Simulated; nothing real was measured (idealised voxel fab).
process module | voxel lift off
cross-section cut | 235 nm wide | cells 5 nm
A cross-section is a grid of square cells, given in bands from the top down. A band is one or more rows of cells.
Each band's line starts with the height of the band's top and of its bottom, in nm. Then come its materials from left to right, each with its width in nm. One material with "throughout" fills the band from edge to edge. "air" is empty space.
Height 0 is the level under which the wafer as received is all one material. The lowest band goes on downwards, as in "0 down".
A width such as "30 to 40" changes by the same amount from each row of cells to the next, from the band's top row to its bottom row.
"no change" after a step means that no cell of the cross-section changed.
closed voids: empty space of 8 cells or more with no open way to the top, each as width x height at its distance from the left edge, in nm
after a step's settings: what the simulator itself notes on the step
overlay nm, on a step with a mask: how far to the right of its planned place the mask lay; to the left if negative
plan
1 op RECEIVE | material Si
2 op CONFORMAL_DEP | material SiN | thk nm 15
3 op PATTERN | tone open | mask id LINES | material resist | width nm 15 | pitch nm 30 | thk nm 20 | overlay nm 0
4 op DIRECTIONAL_DEP | material Ru | thk nm 10
5 op STRIP | etch materials resist
6 op CONFORMAL_DEP | material SiCN | thk nm 10
first wafer, as planned
as received, after step 1
  0 down: Si throughout
  closed voids: none
after step 2
  15 to 0: SiN throughout
  below 0: unchanged
after step 3
  35 to 15: resist 80 | air 15 | resist 15 | air 15 | resist 15 | air 15 | resist 80
  below 15: unchanged
after step 4
  45 to 35: Ru 80 | air 15 | Ru 15 | air 15 | Ru 15 | air 15 | Ru 80
  35 to 25: resist 80 | air 15 | resist 15 | air 15 | resist 15 | air 15 | resist 80
  25 to 15: resist 80 | Ru 15 | resist 15 | Ru 15 | resist 15 | Ru 15 | resist 80
  below 15: unchanged
after step 5
  25 to 15: air 80 | Ru 15 | air 15 | Ru 15 | air 15 | Ru 15 | air 80
  below 15: unchanged
after step 6
  35 to 25: air 70 | SiCN 95 | air 70
  25 to 15: SiCN 80 | Ru 15 | SiCN 15 | Ru 15 | SiCN 15 | Ru 15 | SiCN 80
  below 15: unchanged
second wafer: like start, like plan, one mistake. Through step 3 it matches the first wafer
when step 4 should have ended: no change
when step 5 should have ended
  15 to 0: SiN throughout
  below 0: unchanged
when step 6 should have ended
  25 to 15: SiCN throughout
  below 15: unchanged
what went wrong: step 4 was left out
at the end the second wafer has, in cells: 18 fewer of Ru | 20 fewer of SiCN
